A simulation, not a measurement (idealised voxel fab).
The name of this process module is voxel capacitor over wiring.
It is cross-section cut that appears here, measuring 205 nm in width, its square cells being 5 nm in size.
Format of a cross-section: grid, square cells. Given as bands. Order: top down. Band: one or more rows of cells. Top, bottom (nm), then materials left to right with widths (nm); lone material tagged "edge to edge" fills the whole band edge to edge; "air" = empty space. Height datum 0, below which the as-received substrate wafer is one material. Lowest band open at the bottom, running downward: "from 0 down". A width such as "30..40" changes by the same amount from each row of cells to the next, from the band's top row to its bottom row. What does "same as before" mean for a step? It means no cell of the cross-section changed in that step. Look at "Sealed void listing" for the closed voids: empty spaces with no open path to the top, sized 8 cells or up. Each is width x height at distance, distance from the left edge, all nm. after a step's settings: what the simulator itself notes on the step. overlay nm: step with mask; distance mask lay right of planned place; negative value = left of planned place. Each pair below shows a cross-section before one step and the cross-section after it, down to the lowest band that changed. The line under each pair gives the step between them, with its settings. The pairs can come from different runs of this module on the same starting wafer, so a pair continues from the pair above only where its "Pre-process" says so.

Pre-process:
from 65 to 50  60 SiO2; 15 air; 130 SiO2
from 50 to 45  SiCN edge to edge
from 45 to 25  45 lowk; 5 TiN; 20 Cu; 5 TiN; 50 lowk; 5 TiN; 20 Cu; 5 TiN; 50 lowk
from 25 to 20  45 lowk; 30 TiN; 50 lowk; 30 TiN; 50 lowk
from 20 to 5  SiO2 edge to edge
from 5 to 0  SiCN edge to edge
from 0 down  Si edge to edge
Sealed void listing: none

Sectional View, Post-Process:
from 65 to 50  60 SiO2; 15 air; 130 SiO2
from 50 to 45  60 SiCN; 15 air; 130 SiCN
Under 45: no change, same as before.
Sealed void listing: none
Which step turns the before cross-section above into the after cross-section? MASKED_ETCH (tone open; mask id PLUG_1; width nm 15; etch materials SiCN; depth nm 5; overlay nm 0)

Pre-process: as in the pair right above, post-step view.

Sectional View, Post-Process:
from 65 to 55  60 SiO2; 15 air; 130 SiO2
from 55 to 50  60 SiO2; 15 Ru; 130 SiO2
from 50 to 45  60 SiCN; 15 Ru; 130 SiCN
Under 45: no change, same as before.
Sealed void listing: none
Which step turns the before cross-section above into the after cross-section? EPI (material Ru; thk nm 10)

Pre-process: as in the pair right above, post-step view.

Sectional View, Post-Process:
from 65 to 50  60 SiO2; 15 Ru; 130 SiO2
Under 50: no change, same as before.
Sealed void listing: none
Which step turns the before cross-section above into the after cross-section? EPI (material Ru; thk nm 10)

Pre-process: as in the pair right above, post-step view.

Sectional View, Post-Process:
from 70 to 65  TiN edge to edge
Under 65: no change, same as before.
Sealed void listing: none
Which step turns the before cross-section above into the after cross-section? DIRECTIONAL_DEP (material TiN; thk nm 5)

Pre-process: as in the pair right above, post-step view.

Sectional View, Post-Process:
from 75 to 70  SiN edge to edge
Under 70: no change, same as before.
Sealed void listing: none
Which step turns the before cross-section above into the after cross-section? DIRECTIONAL_DEP (material SiN; thk nm 5)

Pre-process: as in the pair right above, post-step view.

Sectional View, Post-Process:
from 85 to 75  TiN edge to edge
Under 75: no change, same as before.
Sealed void listing: none
Which step turns the before cross-section above into the after cross-section? DIRECTIONAL_DEP (material TiN; thk nm 10)

Pre-process: as in the pair right above, post-step view.

Sectional View, Post-Process:
from 95 to 85  aC edge to edge
Under 85: no change, same as before.
Sealed void listing: none
Which step turns the before cross-section above into the after cross-section? DIRECTIONAL_DEP (material aC; thk nm 10)

Pre-process: as in the pair right above, post-step view.

Sectional View, Post-Process:
from 120 to 95  60 air; 55 resist; 90 air
Under 95: no change, same as before.
Sealed void listing: none
Which step turns the before cross-section above into the after cross-section? PATTERN (tone cover; mask id UPPER_PLATE; material resist; width nm 55; thk nm 25; overlay nm 0)

Pre-process: as in the pair right above, post-step view.

Sectional View, Post-Process:
from 110 to 95  60 air; 55 resist; 90 air
from 95 to 85  60 air; 55 aC; 90 air
Under 85: no change, same as before.
Sealed void listing: none
Which step turns the before cross-section above into the after cross-section? DIRECTIONAL_ETCH (etch materials aC; depth nm 10)

Pre-process: as in the pair right above, post-step view.

Sectional View, Post-Process:
from 95 to 85  60 air; 55 aC; 90 air
Under 85: no change, same as before.
Sealed void listing: none
Which step turns the before cross-section above into the after cross-section? STRIP (etch materials resist)

Pre-process: as in the pair right above, post-step view.

Sectional View, Post-Process:
from 95 to 85  60 air; 55 aC; 90 air
from 85 to 75  60 air; 55 TiN; 90 air
Under 75: no change, same as before.
Sealed void listing: none
Which step turns the before cross-section above into the after cross-section? DIRECTIONAL_ETCH (etch materials TiN; depth nm 10)

Pre-process: as in the pair right above, post-step view.

Sectional View, Post-Process:
from 95 to 85  60 air; 55 aC; 90 air
from 85 to 75  60 air; 55 TiN; 90 air
from 75 to 70  60 air; 55 SiN; 90 air
Under 70: no change, same as before.
Sealed void listing: none
Which step turns the before cross-section above into the after cross-section? DIRECTIONAL_ETCH (etch materials SiN; depth nm 5)

Pre-process: as in the pair right above, post-step view.

Sectional View, Post-Process:
from 85 to 75  60 air; 55 TiN; 90 air
Under 75: no change, same as before.
Sealed void listing: none
Which step turns the before cross-section above into the after cross-section? STRIP (etch materials aC)

Pre-process: as in the pair right above, post-step view.

Sectional View, Post-Process:
from 105 to 85  55 air; 65 resist; 85 air
from 85 to 75  55 air; 5 resist; 55 TiN; 5 resist; 85 air
from 75 to 70  55 air; 5 resist; 55 SiN; 5 resist; 85 air
Under 70: no change, same as before.
Sealed void listing: none
Which step turns the before cross-section above into the after cross-section? PATTERN (tone cover; mask id LOWER_PLATE; material resist; width nm 65; thk nm 20; overlay nm 0)

Pre-process: as in the pair right above, post-step view.

Sectional View, Post-Process:
from 105 to 85  55 air; 65 resist; 85 air
from 85 to 75  55 air; 5 resist; 55 TiN; 5 resist; 85 air
from 75 to 70  55 air; 5 resist; 55 SiN; 5 resist; 85 air
from 70 to 65  55 air; 65 TiN; 85 air
Under 65: no change, same as before.
Sealed void listing: none
Which step turns the before cross-section above into the after cross-section? DIRECTIONAL_ETCH (etch materials TiN; depth nm 5)

Pre-process: as in the pair right above, post-step view.

Sectional View, Post-Process:
from 85 to 75  60 air; 55 TiN; 90 air
from 75 to 70  60 air; 55 SiN; 90 air
Under 70: no change, same as before.
Sealed void listing: none
Which step turns the before cross-section above into the after cross-section? STRIP (etch materials resist)

Pre-process: as in the pair right above, post-step view.

Sectional View, Post-Process:
from 100 to 85  SiO2 edge to edge
from 85 to 75  60 SiO2; 55 TiN; 90 SiO2
from 75 to 70  60 SiO2; 55 SiN; 90 SiO2
from 70 to 65  55 SiO2; 65 TiN; 85 SiO2
Under 65: no change, same as before.
Sealed void listing: none
Which step turns the before cross-section above into the after cross-section? FILL_DEP (material SiO2; thk nm 15)

Pre-process: as in the pair right above, post-step view.

Sectional View, Post-Process:
from 95 to 85  SiO2 edge to edge
Under 85: no change, same as before.
Sealed void listing: none
Which step turns the before cross-section above into the after cross-section? CMP (height nm 95)

Pre-process: as in the pair right above, post-step view.

Sectional View, Post-Process:
from 110 to 95  70 resist; 15 air; 120 resist
Under 95: no change, same as before.
Sealed void listing: none
Which step turns the before cross-section above into the after cross-section? PATTERN (tone open; mask id PLUG_2; material resist; width nm 15; thk nm 15; overlay nm 0)

Pre-process: as in the pair right above, post-step view.

Sectional View, Post-Process:
from 110 to 95  70 resist; 15 air; 120 resist
from 95 to 85  70 SiO2; 15 air; 120 SiO2
Under 85: no change, same as before.
Sealed void listing: none
Which step turns the before cross-section above into the after cross-section? DIRECTIONAL_ETCH (etch materials SiO2; depth nm 10)

Pre-process: as in the pair right above, post-step view.

Sectional View, Post-Process:
from 95 to 85  70 SiO2; 15 air; 120 SiO2
Under 85: no change, same as before.
Sealed void listing: none
Which step turns the before cross-section above into the after cross-section? STRIP (etch materials resist)

Pre-process: as in the pair right above, post-step view.

Sectional View, Post-Process:
from 100 to 95  75 TiN; 5 air; 125 TiN
from 95 to 90  70 SiO2; 5 TiN; 5 air; 5 TiN; 120 SiO2
from 90 to 85  70 SiO2; 15 TiN; 120 SiO2
Under 85: no change, same as before.
Sealed void listing: none
Which step turns the before cross-section above into the after cross-section? CONFORMAL_DEP (material TiN; thk nm 5)

Pre-process: as in the pair right above, post-step view.

Sectional View, Post-Process:
from 105 to 100  Cu edge to edge
from 100 to 95  75 TiN; 5 Cu; 125 TiN
from 95 to 90  70 SiO2; 5 TiN; 5 Cu; 5 TiN; 120 SiO2
Under 90: no change, same as before.
Sealed void listing: none
Which step turns the before cross-section above into the after cross-section? FILL_DEP (material Cu; thk nm 5)

Pre-process: as in the pair right above, post-step view.

Sectional View, Post-Process:
from 95 to 90  70 SiO2; 5 TiN; 5 Cu; 5 TiN; 120 SiO2
Under 90: no change, same as before.
Sealed void listing: none
Which step turns the before cross-section above into the after cross-section? CMP (height nm 95)

Pre-process: as in the pair right above, post-step view.

Sectional View, Post-Process:
from 100 to 95  SiN edge to edge
Under 95: no change, same as before.
Sealed void listing: none
Which step turns the before cross-section above into the after cross-section? CONFORMAL_DEP (material SiN; thk nm 5)

Pre-process:
from 60 to 50  Cu edge to edge
from 50 to 45  50 TiN; 20 Cu; 60 TiN; 20 Cu; 55 TiN
from 45 to 20  45 lowk; 5 TiN; 20 Cu; 5 TiN; 50 lowk; 5 TiN; 20 Cu; 5 TiN; 50 lowk
from 20 to 15  45 SiCN; 30 TiN; 50 SiCN; 30 TiN; 50 SiCN
from 15 to 0  SiO2 edge to edge
from 0 down  Si edge to edge
Sealed void listing: none

Sectional View, Post-Process:
from 40 to 20  45 lowk; 5 TiN; 20 Cu; 5 TiN; 50 lowk; 5 TiN; 20 Cu; 5 TiN; 50 lowk
Under 20: no change, same as before.
Sealed void listing: none
Which step turns the before cross-section above into the after cross-section? CMP (height nm 40)

Pre-process: as in the pair right above, post-step view.

Sectional View, Post-Process:
from 45 to 40  SiCN edge to edge
Under 40: no change, same as before.
Sealed void listing: none
Which step turns the before cross-section above into the after cross-section? CONFORMAL_DEP (material SiCN; thk nm 5)

Pre-process: as in the pair right above, post-step view.

Sectional View, Post-Process:
from 60 to 45  SiO2 edge to edge
Under 45: no change, same as before.
Sealed void listing: none
Which step turns the before cross-section above into the after cross-section? DIRECTIONAL_DEP (material SiO2; thk nm 15)

Pre-process: as in the pair right above, post-step view.

Sectional View, Post-Process:
from 60 to 45  60 SiO2; 15 air; 130 SiO2
Under 45: no change, same as before.
Sealed void listing: none
Which step turns the before cross-section above into the after cross-section? MASKED_ETCH (tone open; mask id PLUG_1; width nm 15; etch materials SiO2; depth nm 15; overlay nm 0)

Pre-process: as in the pair right above, post-step view.

Sectional View, Post-Process:
from 60 to 45  60 SiO2; 15 air; 130 SiO2
from 45 to 40  60 SiCN; 15 air; 130 SiCN
Under 40: no change, same as before.
Sealed void listing: none
Which step turns the before cross-section above into the after cross-section? MASKED_ETCH (tone open; mask id PLUG_1; width nm 15; etch materials SiCN; depth nm 5; overlay nm 0)

Pre-process: as in the pair right above, post-step view.

Sectional View, Post-Process:
from 60 to 50  60 SiO2; 15 air; 130 SiO2
from 50 to 45  60 SiO2; 15 Ru; 130 SiO2
from 45 to 40  60 SiCN; 15 Ru; 130 SiCN
Under 40: no change, same as before.
Sealed void listing: none
Which step turns the before cross-section above into the after cross-section? EPI (material Ru; thk nm 10)

Pre-process: as in the pair right above, post-step view.

Sectional View, Post-Process:
from 60 to 45  60 SiO2; 15 Ru; 130 SiO2
Under 45: no change, same as before.
Sealed void listing: none
Which step turns the before cross-section above into the after cross-section? EPI (material Ru; thk nm 10)

Pre-process: as in the pair right above, post-step view.

Sectional View, Post-Process:
from 65 to 60  TiN edge to edge
Under 60: no change, same as before.
Sealed void listing: none
Which step turns the before cross-section above into the after cross-section? DIRECTIONAL_DEP (material TiN; thk nm 5)

Pre-process: as in the pair right above, post-step view.

Sectional View, Post-Process:
from 70 to 65  SiN edge to edge
Under 65: no change, same as before.
Sealed void listing: none
Which step turns the before cross-section above into the after cross-section? DIRECTIONAL_DEP (material SiN; thk nm 5)

Pre-process: as in the pair right above, post-step view.

Sectional View, Post-Process:
from 80 to 70  TiN edge to edge
Under 70: no change, same as before.
Sealed void listing: none
Which step turns the before cross-section above into the after cross-section? DIRECTIONAL_DEP (material TiN; thk nm 10)

Pre-process: as in the pair right above, post-step view.

Sectional View, Post-Process:
from 90 to 80  aC edge to edge
Under 80: no change, same as before.
Sealed void listing: none
Which step turns the before cross-section above into the after cross-section? DIRECTIONAL_DEP (material aC; thk nm 10)

Pre-process: as in the pair right above, post-step view.

Sectional View, Post-Process:
from 115 to 90  60 air; 55 resist; 90 air
Under 90: no change, same as before.
Sealed void listing: none
Which step turns the before cross-section above into the after cross-section? PATTERN (tone cover; mask id UPPER_PLATE; material resist; width nm 55; thk nm 25; overlay nm 0)

Pre-process: as in the pair right above, post-step view.

Sectional View, Post-Process:
from 105 to 90  60 air; 55 resist; 90 air
from 90 to 80  60 air; 55 aC; 90 air
Under 80: no change, same as before.
Sealed void listing: none
Which step turns the before cross-section above into the after cross-section? DIRECTIONAL_ETCH (etch materials aC; depth nm 10)

Pre-process: as in the pair right above, post-step view.

Sectional View, Post-Process:
from 90 to 80  60 air; 55 aC; 90 air
Under 80: no change, same as before.
Sealed void listing: none
Which step turns the before cross-section above into the after cross-section? STRIP (etch materials resist)

Pre-process: as in the pair right above, post-step view.

Sectional View, Post-Process:
from 90 to 80  60 air; 55 aC; 90 air
from 80 to 70  60 air; 55 TiN; 90 air
Under 70: no change, same as before.
Sealed void listing: none
Which step turns the before cross-section above into the after cross-section? DIRECTIONAL_ETCH (etch materials TiN; depth nm 10)

Pre-process: as in the pair right above, post-step view.

Sectional View, Post-Process:
from 90 to 80  60 air; 55 aC; 90 air
from 80 to 70  60 air; 55 TiN; 90 air
from 70 to 65  60 air; 55 SiN; 90 air
Under 65: no change, same as before.
Sealed void listing: none
Which step turns the before cross-section above into the after cross-section? DIRECTIONAL_ETCH (etch materials SiN; depth nm 5)

Pre-process: as in the pair right above, post-step view.

Sectional View, Post-Process:
from 80 to 70  60 air; 55 TiN; 90 air
Under 70: no change, same as before.
Sealed void listing: none
Which step turns the before cross-section above into the after cross-section? STRIP (etch materials aC)

Pre-process: as in the pair right above, post-step view.

Sectional View, Post-Process:
from 100 to 80  55 air; 65 resist; 85 air
from 80 to 70  55 air; 5 resist; 55 TiN; 5 resist; 85 air
from 70 to 65  55 air; 5 resist; 55 SiN; 5 resist; 85 air
Under 65: no change, same as before.
Sealed void listing: none
Which step turns the before cross-section above into the after cross-section? PATTERN (tone cover; mask id LOWER_PLATE; material resist; width nm 65; thk nm 20; overlay nm 0)

Pre-process: as in the pair right above, post-step view.

Sectional View, Post-Process:
from 100 to 80  55 air; 65 resist; 85 air
from 80 to 70  55 air; 5 resist; 55 TiN; 5 resist; 85 air
from 70 to 65  55 air; 5 resist; 55 SiN; 5 resist; 85 air
from 65 to 60  55 air; 65 TiN; 85 air
Under 60: no change, same as before.
Sealed void listing: none
Which step turns the before cross-section above into the after cross-section? DIRECTIONAL_ETCH (etch materials TiN; depth nm 5)

Pre-process: as in the pair right above, post-step view.

Sectional View, Post-Process:
from 80 to 70  60 air; 55 TiN; 90 air
from 70 to 65  60 air; 55 SiN; 90 air
Under 65: no change, same as before.
Sealed void listing: none
Which step turns the before cross-section above into the after cross-section? STRIP (etch materials resist)

Pre-process: as in the pair right above, post-step view.

Sectional View, Post-Process:
from 95 to 80  SiO2 edge to edge
from 80 to 70  60 SiO2; 55 TiN; 90 SiO2
from 70 to 65  60 SiO2; 55 SiN; 90 SiO2
from 65 to 60  55 SiO2; 65 TiN; 85 SiO2
Under 60: no change, same as before.
Sealed void listing: none
Which step turns the before cross-section above into the after cross-section? FILL_DEP (material SiO2; thk nm 15)

Pre-process: as in the pair right above, post-step view.

Sectional View, Post-Process:
from 110 to 95  70 resist; 15 air; 120 resist
Under 95: no change, same as before.
Sealed void listing: none
Which step turns the before cross-section above into the after cross-section? PATTERN (tone open; mask id PLUG_2; material resist; width nm 15; thk nm 15; overlay nm 0)

Pre-process: as in the pair right above, post-step view.

Sectional View, Post-Process:
from 110 to 95  70 resist; 15 air; 120 resist
from 95 to 85  70 SiO2; 15 air; 120 SiO2
Under 85: no change, same as before.
Sealed void listing: none
Which step turns the before cross-section above into the after cross-section? DIRECTIONAL_ETCH (etch materials SiO2; depth nm 10)

Pre-process: as in the pair right above, post-step view.

Sectional View, Post-Process:
from 95 to 85  70 SiO2; 15 air; 120 SiO2
Under 85: no change, same as before.
Sealed void listing: none
Which step turns the before cross-section above into the after cross-section? STRIP (etch materials resist)

Pre-process: as in the pair right above, post-step view.

Sectional View, Post-Process:
from 100 to 95  75 TiN; 5 air; 125 TiN
from 95 to 90  70 SiO2; 5 TiN; 5 air; 5 TiN; 120 SiO2
from 90 to 85  70 SiO2; 15 TiN; 120 SiO2
Under 85: no change, same as before.
Sealed void listing: none
Which step turns the before cross-section above into the after cross-section? CONFORMAL_DEP (material TiN; thk nm 5)

Pre-process: as in the pair right above, post-step view.

Sectional View, Post-Process:
from 105 to 100  Cu edge to edge
from 100 to 95  75 TiN; 5 Cu; 125 TiN
from 95 to 90  70 SiO2; 5 TiN; 5 Cu; 5 TiN; 120 SiO2
Under 90: no change, same as before.
Sealed void listing: none
Which step turns the before cross-section above into the after cross-section? FILL_DEP (material Cu; thk nm 5)

Pre-process: as in the pair right above, post-step view.

Sectional View, Post-Process:
from 95 to 90  70 SiO2; 5 TiN; 5 Cu; 5 TiN; 120 SiO2
Under 90: no change, same as before.
Sealed void listing: none
Which step turns the before cross-section above into the after cross-section? CMP (height nm 95)

Pre-process: as in the pair right above, post-step view.

Sectional View, Post-Process:
from 100 to 95  SiN edge to edge
Under 95: no change, same as before.
Sealed void listing: none
Which step turns the before cross-section above into the after cross-section? CONFORMAL_DEP (material SiN; thk nm 5)

Pre-process:
from 95 to 85  aC edge to edge
from 85 to 75  TiN edge to edge
from 75 to 70  SiN edge to edge
from 70 to 65  TiN edge to edge
from 65 to 50  60 SiO2; 15 Ru; 130 SiO2
from 50 to 45  60 SiCN; 15 Ru; 130 SiCN
from 45 to 20  45 lowk; 5 TiN; 20 Cu; 5 TiN; 50 lowk; 5 TiN; 20 Cu; 5 TiN; 50 lowk
from 20 to 15  45 SiCN; 30 TiN; 50 SiCN; 30 TiN; 50 SiCN
from 15 to 0  SiO2 edge to edge
from 0 down  Si edge to edge
Sealed void listing: none

Sectional View, Post-Process:
from 120 to 95  65 air; 45 resist; 95 air
Under 95: no change, same as before.
Sealed void listing: none
Which step turns the before cross-section above into the after cross-section? PATTERN (tone cover; mask id UPPER_PLATE; material resist; width nm 45; thk nm 25; overlay nm 0)

Pre-process: as in the pair right above, post-step view.

Sectional View, Post-Process:
from 110 to 95  65 air; 45 resist; 95 air
from 95 to 85  65 air; 45 aC; 95 air
Under 85: no change, same as before.
Sealed void listing: none
Which step turns the before cross-section above into the after cross-section? DIRECTIONAL_ETCH (etch materials aC; depth nm 10)

Pre-process: as in the pair right above, post-step view.

Sectional View, Post-Process:
from 95 to 85  65 air; 45 aC; 95 air
Under 85: no change, same as before.
Sealed void listing: none
Which step turns the before cross-section above into the after cross-section? STRIP (etch materials resist)

Pre-process: as in the pair right above, post-step view.

Sectional View, Post-Process:
from 95 to 85  65 air; 45 aC; 95 air
from 85 to 75  65 air; 45 TiN; 95 air
Under 75: no change, same as before.
Sealed void listing: none
Which step turns the before cross-section above into the after cross-section? DIRECTIONAL_ETCH (etch materials TiN; depth nm 10)

Pre-process: as in the pair right above, post-step view.

Sectional View, Post-Process:
from 95 to 85  65 air; 45 aC; 95 air
from 85 to 75  65 air; 45 TiN; 95 air
from 75 to 70  65 air; 45 SiN; 95 air
Under 70: no change, same as before.
Sealed void listing: none
Which step turns the before cross-section above into the after cross-section? DIRECTIONAL_ETCH (etch materials SiN; depth nm 5)

Pre-process: as in the pair right above, post-step view.

Sectional View, Post-Process:
from 85 to 75  65 air; 45 TiN; 95 air
Under 75: no change, same as before.
Sealed void listing: none
Which step turns the before cross-section above into the after cross-section? STRIP (etch materials aC)

Pre-process: as in the pair right above, post-step view.

Sectional View, Post-Process:
from 105 to 85  55 air; 65 resist; 85 air
from 85 to 75  55 air; 10 resist; 45 TiN; 10 resist; 85 air
from 75 to 70  55 air; 10 resist; 45 SiN; 10 resist; 85 air
Under 70: no change, same as before.
Sealed void listing: none
Which step turns the before cross-section above into the after cross-section? PATTERN (tone cover; mask id LOWER_PLATE; material resist; width nm 65; thk nm 20; overlay nm 0)

Pre-process: as in the pair right above, post-step view.

Sectional View, Post-Process:
from 105 to 85  55 air; 65 resist; 85 air
from 85 to 75  55 air; 10 resist; 45 TiN; 10 resist; 85 air
from 75 to 70  55 air; 10 resist; 45 SiN; 10 resist; 85 air
from 70 to 65  55 air; 65 TiN; 85 air
Under 65: no change, same as before.
Sealed void listing: none
Which step turns the before cross-section above into the after cross-section? DIRECTIONAL_ETCH (etch materials TiN; depth nm 5)

Pre-process: as in the pair right above, post-step view.

Sectional View, Post-Process:
from 85 to 75  65 air; 45 TiN; 95 air
from 75 to 70  65 air; 45 SiN; 95 air
Under 70: no change, same as before.
Sealed void listing: none
Which step turns the before cross-section above into the after cross-section? STRIP (etch materials resist)

Pre-process: as in the pair right above, post-step view.

Sectional View, Post-Process:
from 100 to 85  SiO2 edge to edge
from 85 to 75  65 SiO2; 45 TiN; 95 SiO2
from 75 to 70  65 SiO2; 45 SiN; 95 SiO2
from 70 to 65  55 SiO2; 65 TiN; 85 SiO2
Under 65: no change, same as before.
Sealed void listing: none
Which step turns the before cross-section above into the after cross-section? FILL_DEP (material SiO2; thk nm 15)

Pre-process: as in the pair right above, post-step view.

Sectional View, Post-Process:
from 95 to 85  SiO2 edge to edge
Under 85: no change, same as before.
Sealed void listing: none
Which step turns the before cross-section above into the after cross-section? CMP (height nm 95)

Pre-process: as in the pair right above, post-step view.

Sectional View, Post-Process:
from 110 to 95  70 resist; 15 air; 120 resist
Under 95: no change, same as before.
Sealed void listing: none
Which step turns the before cross-section above into the after cross-section? PATTERN (tone open; mask id PLUG_2; material resist; width nm 15; thk nm 15; overlay nm 0)

Pre-process: as in the pair right above, post-step view.

Sectional View, Post-Process:
from 110 to 95  70 resist; 15 air; 120 resist
from 95 to 85  70 SiO2; 15 air; 120 SiO2
Under 85: no change, same as before.
Sealed void listing: none
Which step turns the before cross-section above into the after cross-section? DIRECTIONAL_ETCH (etch materials SiO2; depth nm 10)

Pre-process: as in the pair right above, post-step view.

Sectional View, Post-Process:
from 95 to 85  70 SiO2; 15 air; 120 SiO2
Under 85: no change, same as before.
Sealed void listing: none
Which step turns the before cross-section above into the after cross-section? STRIP (etch materials resist)

Pre-process: as in the pair right above, post-step view.

Sectional View, Post-Process:
from 100 to 95  75 TiN; 5 air; 125 TiN
from 95 to 90  70 SiO2; 5 TiN; 5 air; 5 TiN; 120 SiO2
from 90 to 85  70 SiO2; 15 TiN; 120 SiO2
Under 85: no change, same as before.
Sealed void listing: none
Which step turns the before cross-section above into the after cross-section? CONFORMAL_DEP (material TiN; thk nm 5)

Pre-process: as in the pair right above, post-step view.

Sectional View, Post-Process:
from 105 to 100  Cu edge to edge
from 100 to 95  75 TiN; 5 Cu; 125 TiN
from 95 to 90  70 SiO2; 5 TiN; 5 Cu; 5 TiN; 120 SiO2
Under 90: no change, same as before.
Sealed void listing: none
Which step turns the before cross-section above into the after cross-section? FILL_DEP (material Cu; thk nm 5)

Pre-process: as in the pair right above, post-step view.

Sectional View, Post-Process:
from 95 to 90  70 SiO2; 5 TiN; 5 Cu; 5 TiN; 120 SiO2
Under 90: no change, same as before.
Sealed void listing: none
Which step turns the before cross-section above into the after cross-section? CMP (height nm 95)

Pre-process: as in the pair right above, post-step view.

Sectional View, Post-Process:
from 100 to 95  SiN edge to edge
Under 95: no change, same as before.
Sealed void listing: none
Which step turns the before cross-section above into the after cross-section? CONFORMAL_DEP (material SiN; thk nm 5)

Pre-process:
from 85 to 75  60 air; 55 TiN; 90 air
from 75 to 70  60 air; 55 SiN; 90 air
from 70 to 65  TiN edge to edge
from 65 to 50  60 SiO2; 15 Ru; 130 SiO2
from 50 to 45  60 SiCN; 15 Ru; 130 SiCN
from 45 to 20  45 lowk; 5 TiN; 20 Cu; 5 TiN; 50 lowk; 5 TiN; 20 Cu; 5 TiN; 50 lowk
from 20 to 15  45 SiCN; 30 TiN; 50 SiCN; 30 TiN; 50 SiCN
from 15 to 0  SiO2 edge to edge
from 0 down  Si edge to edge
Sealed void listing: none

Sectional View, Post-Process:
from 105 to 85  50 air; 65 resist; 90 air
from 85 to 75  50 air; 10 resist; 55 TiN; 90 air
from 75 to 70  50 air; 10 resist; 55 SiN; 90 air
Under 70: no change, same as before.
Sealed void listing: none
Which step turns the before cross-section above into the after cross-section? PATTERN (tone cover; mask id LOWER_PLATE; material resist; width nm 65; thk nm 20; overlay nm -5)

Pre-process: as in the pair right above, post-step view.

Sectional View, Post-Process:
from 105 to 85  50 air; 65 resist; 90 air
from 85 to 75  50 air; 10 resist; 55 TiN; 90 air
from 75 to 70  50 air; 10 resist; 55 SiN; 90 air
from 70 to 65  50 air; 65 TiN; 90 air
Under 65: no change, same as before.
Sealed void listing: none
Which step turns the before cross-section above into the after cross-section? DIRECTIONAL_ETCH (etch materials TiN; depth nm 5)

Pre-process: as in the pair right above, post-step view.

Sectional View, Post-Process:
from 85 to 75  60 air; 55 TiN; 90 air
from 75 to 70  60 air; 55 SiN; 90 air
Under 70: no change, same as before.
Sealed void listing: none
Which step turns the before cross-section above into the after cross-section? STRIP (etch materials resist)

Pre-process: as in the pair right above, post-step view.

Sectional View, Post-Process:
from 100 to 85  SiO2 edge to edge
from 85 to 75  60 SiO2; 55 TiN; 90 SiO2
from 75 to 70  60 SiO2; 55 SiN; 90 SiO2
from 70 to 65  50 SiO2; 65 TiN; 90 SiO2
Under 65: no change, same as before.
Sealed void listing: none
Which step turns the before cross-section above into the after cross-section? FILL_DEP (material SiO2; thk nm 15)

Pre-process: as in the pair right above, post-step view.

Sectional View, Post-Process:
from 95 to 85  SiO2 edge to edge
Under 85: no change, same as before.
Sealed void listing: none
Which step turns the before cross-section above into the after cross-section? CMP (height nm 95)

Pre-process: as in the pair right above, post-step view.

Sectional View, Post-Process:
from 110 to 95  70 resist; 15 air; 120 resist
Under 95: no change, same as before.
Sealed void listing: none
Which step turns the before cross-section above into the after cross-section? PATTERN (tone open; mask id PLUG_2; material resist; width nm 15; thk nm 15; overlay nm 0)

Pre-process: as in the pair right above, post-step view.

Sectional View, Post-Process:
from 110 to 95  70 resist; 15 air; 120 resist
from 95 to 85  70 SiO2; 15 air; 120 SiO2
Under 85: no change, same as before.
Sealed void listing: none
Which step turns the before cross-section above into the after cross-section? DIRECTIONAL_ETCH (etch materials SiO2; depth nm 10)

Pre-process: as in the pair right above, post-step view.

Sectional View, Post-Process:
from 95 to 85  70 SiO2; 15 air; 120 SiO2
Under 85: no change, same as before.
Sealed void listing: none
Which step turns the before cross-section above into the after cross-section? STRIP (etch materials resist)

Pre-process: as in the pair right above, post-step view.

Sectional View, Post-Process:
from 100 to 95  75 TiN; 5 air; 125 TiN
from 95 to 90  70 SiO2; 5 TiN; 5 air; 5 TiN; 120 SiO2
from 90 to 85  70 SiO2; 15 TiN; 120 SiO2
Under 85: no change, same as before.
Sealed void listing: none
Which step turns the before cross-section above into the after cross-section? CONFORMAL_DEP (material TiN; thk nm 5)

Pre-process: as in the pair right above, post-step view.

Sectional View, Post-Process:
from 105 to 100  Cu edge to edge
from 100 to 95  75 TiN; 5 Cu; 125 TiN
from 95 to 90  70 SiO2; 5 TiN; 5 Cu; 5 TiN; 120 SiO2
Under 90: no change, same as before.
Sealed void listing: none
Which step turns the before cross-section above into the after cross-section? FILL_DEP (material Cu; thk nm 5)

Pre-process: as in the pair right above, post-step view.

Sectional View, Post-Process:
from 95 to 90  70 SiO2; 5 TiN; 5 Cu; 5 TiN; 120 SiO2
Under 90: no change, same as before.
Sealed void listing: none
Which step turns the before cross-section above into the after cross-section? CMP (height nm 95)

Pre-process: as in the pair right above, post-step view.

Sectional View, Post-Process:
from 100 to 95  SiN edge to edge
Under 95: no change, same as before.
Sealed void listing: none
Which step turns the before cross-section above into the after cross-section? CONFORMAL_DEP (material SiN; thk nm 5)

Pre-process:
from 95 to 90  70 SiO2; 5 TiN; 5 Cu; 5 TiN; 120 SiO2
from 90 to 85  70 SiO2; 15 TiN; 120 SiO2
from 85 to 75  60 SiO2; 55 TiN; 90 SiO2
from 75 to 70  60 SiO2; 55 SiN; 90 SiO2
from 70 to 65  55 SiO2; 65 TiN; 85 SiO2
from 65 to 50  60 SiO2; 15 Ru; 130 SiO2
from 50 to 45  60 SiCN; 15 Ru; 130 SiCN
from 45 to 20  45 lowk; 5 TiN; 20 Cu; 5 TiN; 50 lowk; 5 TiN; 20 Cu; 5 TiN; 50 lowk
from 20 to 15  45 SiCN; 30 TiN; 50 SiCN; 30 TiN; 50 SiCN
from 15 to 0  SiO2 edge to edge
from 0 down  Si edge to edge
Sealed void listing: none

Sectional View, Post-Process:
from 100 to 95  Ru edge to edge
Under 95: no change, same as before.
Sealed void listing: none
Which step turns the before cross-section above into the after cross-section? CONFORMAL_DEP (material Ru; thk nm 5)

Pre-process:
from 65 to 50  SiO2 edge to edge
from 50 to 45  SiCN edge to edge
from 45 to 20  45 lowk; 5 TiN; 20 Cu; 5 TiN; 50 lowk; 5 TiN; 20 Cu; 5 TiN; 50 lowk
from 20 to 15  45 SiCN; 30 TiN; 50 SiCN; 30 TiN; 50 SiCN
from 15 to 0  SiO2 edge to edge
from 0 down  Si edge to edge
Sealed void listing: none

Sectional View, Post-Process:
from 65 to 50  60 air; 15 SiO2; 130 air
Under 50: no change, same as before.
Sealed void listing: none
Which step turns the before cross-section above into the after cross-section? MASKED_ETCH (tone cover; mask id PLUG_1; width nm 15; etch materials SiO2; depth nm 15; overlay nm 0)

Pre-process: as in the pair right above, post-step view.

Sectional View, Post-Process:
from 70 to 65  60 air; 15 TiN; 130 air
from 65 to 55  60 air; 15 SiO2; 130 air
from 55 to 50  60 TiN; 15 SiO2; 130 TiN
Under 50: no change, same as before.
Sealed void listing: none
Which step turns the before cross-section above into the after cross-section? DIRECTIONAL_DEP (material TiN; thk nm 5)
